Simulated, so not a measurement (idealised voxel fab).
process module | voxel ribs on slabs
cross-section cut | 240 nm wide | cells 5 nm
A cross-section is a grid of square cells, given in bands from the top down. A band is one or more rows of cells.
Each band's line starts with the height of the band's top and of its bottom, in nm. Then come its materials from left to right, each with its width in nm. One material with "throughout" fills the band from edge to edge. "air" is empty space.
Height 0 is the level under which the wafer as received is all one material. The lowest band goes on downwards, as in "0 down".
A width such as "30 to 40" changes by the same amount from each row of cells to the next, from the band's top row to its bottom row.
"no change" after a step means that no cell of the cross-section changed.
closed voids: empty space of 8 cells or more with no open way to the top, each as width x height at its distance from the left edge, in nm
after a step's settings: what the simulator itself notes on the step
overlay nm, on a step with a mask: how far to the right of its planned place the mask lay; to the left if negative
plan
1 op RECEIVE | material Si
2 op DIRECTIONAL_DEP | material SiO2 | thk nm 25
3 op DIRECTIONAL_DEP | material polySi | thk nm 20
4 op PATTERN | tone cover | mask id RIB | material resist | width nm 25 | thk nm 15 | overlay nm 0
5 op DIRECTIONAL_ETCH | etch materials polySi | depth nm 5
6 op STRIP | etch materials resist
7 op PATTERN | tone cover | mask id SLAB | material resist | width nm 75 | thk nm 20 | overlay nm 0
8 op DIRECTIONAL_ETCH | etch materials polySi | depth nm 15
9 op STRIP | etch materials resist
10 op FILL_DEP | material SiO2 | thk nm 25
11 op CMP | height nm 65
12 op DIRECTIONAL_DEP | material TiN | thk nm 10
13 op MASKED_ETCH | tone cover | mask id HEATER | width nm 35 | etch materials TiN | depth nm 10 | overlay nm 0
14 op CONFORMAL_DEP | material SiO2 | thk nm 5
first wafer, as planned
as received, after step 1
  0 down: Si throughout
  closed voids: none
after step 2
  25 to 0: SiO2 throughout
  below 0: unchanged
after step 3
  45 to 25: polySi throughout
  below 25: unchanged
after step 4
  60 to 45: air 105 | resist 25 | air 110
  below 45: unchanged
after step 5
  60 to 45: air 105 | resist 25 | air 110
  45 to 40: air 105 | polySi 25 | air 110
  below 40: unchanged
after step 6
  45 to 40: air 105 | polySi 25 | air 110
  below 40: unchanged
after step 7
  65 to 45: air 80 | resist 75 | air 85
  45 to 40: air 80 | resist 25 | polySi 25 | resist 25 | air 85
  below 40: unchanged
after step 8
  65 to 45: air 80 | resist 75 | air 85
  45 to 40: air 80 | resist 25 | polySi 25 | resist 25 | air 85
  40 to 25: air 80 | polySi 75 | air 85
  below 25: unchanged
after step 9
  45 to 40: air 105 | polySi 25 | air 110
  below 40: unchanged
after step 10
  70 to 45: SiO2 throughout
  45 to 40: SiO2 105 | polySi 25 | SiO2 110
  40 to 25: SiO2 80 | polySi 75 | SiO2 85
  below 25: unchanged
after step 11
  65 to 45: SiO2 throughout
  below 45: unchanged
after step 12
  75 to 65: TiN throughout
  below 65: unchanged
after step 13
  75 to 65: air 100 | TiN 35 | air 105
  below 65: unchanged
after step 14
  80 to 75: air 95 | SiO2 45 | air 100
  75 to 70: air 95 | SiO2 5 | TiN 35 | SiO2 5 | air 100
  70 to 65: SiO2 100 | TiN 35 | SiO2 105
  below 65: unchanged
second wafer: like start, like plan, one mistake. Through step 2 it matches the first wafer
when step 3 should have ended
  65 to 25: polySi throughout
  below 25: unchanged
when step 4 should have ended
  80 to 65: air 105 | resist 25 | air 110
  below 65: unchanged
when step 5 should have ended
  80 to 65: air 105 | resist 25 | air 110
  65 to 60: air 105 | polySi 25 | air 110
  below 60: unchanged
when step 6 should have ended
  65 to 60: air 105 | polySi 25 | air 110
  below 60: unchanged
when step 7 should have ended
  85 to 65: air 80 | resist 75 | air 85
  65 to 60: air 80 | resist 25 | polySi 25 | resist 25 | air 85
  below 60: unchanged
when step 8 should have ended
  85 to 65: air 80 | resist 75 | air 85
  65 to 60: air 80 | resist 25 | polySi 25 | resist 25 | air 85
  60 to 45: air 80 | polySi 75 | air 85
  below 45: unchanged
when step 9 should have ended
  65 to 60: air 105 | polySi 25 | air 110
  below 60: unchanged
when step 10 should have ended
  90 to 65: SiO2 throughout
  65 to 60: SiO2 105 | polySi 25 | SiO2 110
  60 to 45: SiO2 80 | polySi 75 | SiO2 85
  below 45: unchanged
when step 11 should have ended
  65 to 60: SiO2 105 | polySi 25 | SiO2 110
  below 60: unchanged
when step 12 should have ended
  75 to 65: TiN throughout
  below 65: unchanged
when step 13 should have ended
  75 to 65: air 100 | TiN 35 | air 105
  below 65: unchanged
when step 14 should have ended
  80 to 75: air 95 | SiO2 45 | air 100
  75 to 70: air 95 | SiO2 5 | TiN 35 | SiO2 5 | air 100
  70 to 65: SiO2 100 | TiN 35 | SiO2 105
  below 65: unchanged
what went wrong: step 3 was run twice
at the end the second wafer has, in cells: 192 fewer of SiO2 | 192 more of polySi
